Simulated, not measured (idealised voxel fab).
Process module, titled voxel ribs on slabs
Cross-section cut spans 265 nm and uses square cells 5 nm in size.
Throughout this document, each cross-section is represented as a grid of square cells and is presented as a sequence of bands enumerated from the top downward, where a band comprises one or more rows of cells. Within each band entry, the heights of the top and of the bottom of the band appear first, in that order and in nm; the materials of the band then follow from left to right, each with its corresponding width in nm. The designation "everywhere" on a single material indicates that it fills the band from edge to edge; the designation "empty" indicates empty space. The reference from which all heights are counted is 0, the level beneath which the as-received wafer is entirely one material; the lowest band, having no lower bound, proceeds downward and is written after the example "top 0, no bottom". Note: "30->40" means the width goes from the first number (top row of the band) to the second number (bottom row) in equal steps per row of cells. The cross-section has no changed cell in any step marked "remained the same". What "Voids lacking openings" gives you is every empty space of 8 cells or more that is cut off from the top. Each appears as width x height at distance, with the distance taken from the left edge and width, height and distance all in nm. Text after the settings on a step's line: the simulator's own remark on that step. "overlay nm", when on a step's line for a step with a mask, measures how far to the right of its planned place the mask lay; a negative measure means to the left.
# Process steps foreseen in the plan
step 1: RECEIVE, material Si
step 2: DIRECTIONAL_DEP, material SiO2, thk nm 30
step 3: DIRECTIONAL_DEP, material SiN, thk nm 20
step 4: PATTERN, tone cover, mask id RIB, material resist, width nm 25, thk nm 15, overlay nm 0
step 5: DIRECTIONAL_ETCH, etch materials SiN, depth nm 5
step 6: STRIP, etch materials resist
step 7: PATTERN, tone cover, mask id SLAB, material resist, width nm 85, thk nm 15, overlay nm 0
step 8: DIRECTIONAL_ETCH, etch materials SiN, depth nm 15
step 9: STRIP, etch materials resist
step 10: FILL_DEP, material SiO2, thk nm 20
step 11: CMP, height nm 60
step 12: DIRECTIONAL_DEP, material W, thk nm 5
step 13: DIRECTIONAL_DEP, material aC, thk nm 15
step 14: PATTERN, tone cover, mask id HEATER, material resist, width nm 35, thk nm 30, overlay nm 0
step 15: DIRECTIONAL_ETCH, etch materials aC, depth nm 15
step 16: STRIP, etch materials resist
step 17: DIRECTIONAL_ETCH, etch materials W, depth nm 5
step 18: STRIP, etch materials aC
step 19: CONFORMAL_DEP, material SiN, thk nm 10
# Cross-section of the incoming wafer, state after step 1
top 0, no bottom | Si everywhere
Voids lacking openings: none
# Post-module cross-section of the first of two wafers (run per plan)
top 75, bottom 70 | empty: 105, SiN: 55, empty: 105
top 70, bottom 65 | SiN everywhere
top 65, bottom 60 | SiN: 115, W: 35, SiN: 115
top 60, bottom 50 | SiO2 everywhere
top 50, bottom 45 | SiO2: 120, SiN: 25, SiO2: 120
top 45, bottom 30 | SiO2: 90, SiN: 85, SiO2: 90
top 30, bottom 0 | SiO2 everywhere
top 0, no bottom | Si everywhere
Voids lacking openings: none
# This is the second of the two wafers, cross-sectioned at the end of the module; it started exactly like the first and was given the same plan, but it was run with one mistake
top 90, bottom 80 | SiN everywhere
top 80, bottom 65 | SiO2 everywhere
top 65, bottom 60 | W everywhere
top 60, bottom 50 | SiO2 everywhere
top 50, bottom 45 | SiO2: 120, SiN: 25, SiO2: 120
top 45, bottom 30 | SiO2: 90, SiN: 85, SiO2: 90
top 30, bottom 0 | SiO2 everywhere
top 0, no bottom | Si everywhere
Voids lacking openings: none
Run error: step 13 was run on a setting that differed from the plan, and what really ran there is DIRECTIONAL_DEP, material SiO2, thk nm 15
Final difference in cells, second wafer against first, listed per material as more or fewer: SiN: 4 fewer, SiO2: 159 more, W: 46 more
